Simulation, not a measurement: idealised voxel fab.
Process module, titled voxel self aligned contacts
The figure presents cross-section cut, which has a width of 255 nm and is divided into square cells with an edge length of 5 nm.
A cross-section is written here as square cells arranged in a grid, and it is given in bands from the top down, each band taking up one or more rows of cells. Band: top height; bottom height; in nm. Then, left to right: material with width in nm, for each material. "full width": a single material spanning edge to edge. "air": empty space. Basically, 0 is our baseline, since under it the wafer straight out of the box is all one material. The bottom band has no lower end and keeps on going down, so it looks like "z 0 and below". A two-number width, for instance "30 to 40", indicates that the width is equal to the first number in the top row of the band and to the second number in the bottom row, and that it changes by a constant amount per row of cells. The designation "identical to before", where it is given for a processing step, indicates that no cell of the cross-section was altered in the course of that step. Closed-off voids of 8+ cells (no open route to the top) go in "Completely enclosed voids", written width x height at distance from the left edge, in nm. Where a step's line continues beyond its settings, the continuation is a remark by the simulator itself on that step. overlay nm: right-of-plan distance of the mask on a masked step; negative values mean left-of-plan.
plan:
1. RECEIVE | material Si
2. OXIDIZE | depth nm 5
3. DIRECTIONAL_DEP | material polySi | thk nm 20
4. DIRECTIONAL_DEP | material SiN | thk nm 25
5. DIRECTIONAL_DEP | material aC | thk nm 10
6. PATTERN | tone cover | mask id GATE | material resist | width nm 30 | pitch nm 65 | thk nm 25 | overlay nm 0
7. DIRECTIONAL_ETCH | etch materials aC | depth nm 10
8. STRIP | etch materials resist
9. DIRECTIONAL_ETCH | etch materials SiN | depth nm 25
10. DIRECTIONAL_ETCH | etch materials polySi | depth nm 20
11. STRIP | etch materials aC
12. CONFORMAL_DEP | material SiN | thk nm 10
13. DIRECTIONAL_ETCH | etch materials SiN | depth nm 10
14. FILL_DEP | material SiO2 | thk nm 10
15. CMP | height nm 50
16. MASKED_ETCH | tone open | mask id CONTACT | width nm 45 | etch materials SiO2 | depth nm 55 | overlay nm 0
17. CONFORMAL_DEP | material TiN | thk nm 5
18. FILL_DEP | material Ru | thk nm 5
19. CMP | height nm 50
20. CONFORMAL_DEP | material SiCN | thk nm 5
Cross-section, incoming material, after step 1:
* z 0 and below  Si full width
* Completely enclosed voids: none
Wafer at module end, in section. Began as above, planned as above, run with one mistake:
* z 55 to 50  SiCN full width
* z 50 to 45  105 of SiO2 / 20 of TiN / 5 of Ru / 20 of TiN / 105 of SiO2
* z 45 to 20  70 of SiO2 / 50 of SiN / 5 of TiN / 5 of Ru / 5 of TiN / 50 of SiN / 70 of SiO2
* z 20 to 5  70 of SiO2 / 10 of SiN / 30 of polySi / 10 of SiN / 5 of TiN / 5 of Ru / 5 of TiN / 10 of SiN / 30 of polySi / 10 of SiN / 70 of SiO2
* z 5 to 0  70 of SiO2 / 10 of SiN / 30 of polySi / 10 of SiN / 15 of TiN / 10 of SiN / 30 of polySi / 10 of SiN / 70 of SiO2
* z 0 and below  Si full width
* Completely enclosed voids: none
It is concluded that the wafer was processed incorrectly with respect to the plan, in that step 2 was left out
